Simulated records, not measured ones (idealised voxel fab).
Name of the process module below: voxel spacer lines
The figure presents cross-section cut, which has a width of 220 nm and is divided into square cells with an edge length of 5 nm.
How to read a cross-section here: the picture is a grid of square cells, written as bands going from the top down, and any band can span one or more rows of cells.
This entry defines a band. It first specifies the height of the band's top and the height of its bottom in nm, and then specifies the band's materials from left to right, stating each material with its width in nm. The word "everywhere" identifies a single material that fills the band from edge to edge, while the word "empty" identifies empty space.
Heads up on the height convention: 0 is the point under which the incoming wafer is all one material, and the lowest band has no bottom, it just keeps going down, like "0 -> down".
You'd read "30->40" like this: the band's top row of cells is as wide as the first number, its bottom row is as wide as the second, and going down, every row changes width by the same amount as the row before did.
When a step is marked "nothing altered", none of the cells in the cross-section changed during that step.
Closed-off voids of 8+ cells (no open route to the top) go in "Enclosed void catalog", written width x height at distance from the left edge, in nm.
Formally, on a step line, whatever follows the settings is a remark that the simulator itself makes on the step.
overlay nm, on a step with a mask: how far to the right of its planned place the mask lay; to the left if negative
Process steps - plan:
| 1 | RECEIVE (material Si) |
| 2 | CONFORMAL_DEP (material Al2O3; thk nm 5) |
| 3 | DIRECTIONAL_DEP (material TiN; thk nm 15) |
| 4 | DIRECTIONAL_DEP (material aC; thk nm 25) |
| 5 | PATTERN (tone cover; mask id MANDREL; material resist; width nm 20; pitch nm 70; thk nm 35; overlay nm 0) |
| 6 | DIRECTIONAL_ETCH (etch materials aC; depth nm 25) |
| 7 | STRIP (etch materials resist) |
| 8 | CONFORMAL_DEP (material SiO2; thk nm 15) |
| 9 | DIRECTIONAL_ETCH (etch materials SiO2; depth nm 15) |
| 10 | STRIP (etch materials aC) |
| 11 | DIRECTIONAL_ETCH (etch materials TiN; depth nm 15) |
| 12 | STRIP (etch materials SiO2) |
| 13 | FILL_DEP (material lowk; thk nm 10) |
| 14 | CMP (height nm 20) |
Wafer cross-section on receipt, i.e. after step 1:
- 0 -> down = Si everywhere
- Enclosed void catalog: none
Wafer at module end, in section. Began as above, planned as above, run with one mistake:
- 20 -> 5 = lowk=15, then TiN=15, then lowk=25, then TiN=15, then lowk=15, then TiN=15, then lowk=25, then TiN=15, then lowk=15, then TiN=15, then lowk=25, then TiN=15, then lowk=10
- 5 -> 0 = Al2O3 everywhere
- 0 -> down = Si everywhere
- Enclosed void catalog: none
Run error: step 5 deviated from plan and actually ran as PATTERN (tone cover; mask id MANDREL; material resist; width nm 25; pitch nm 70; thk nm 35; overlay nm 0)
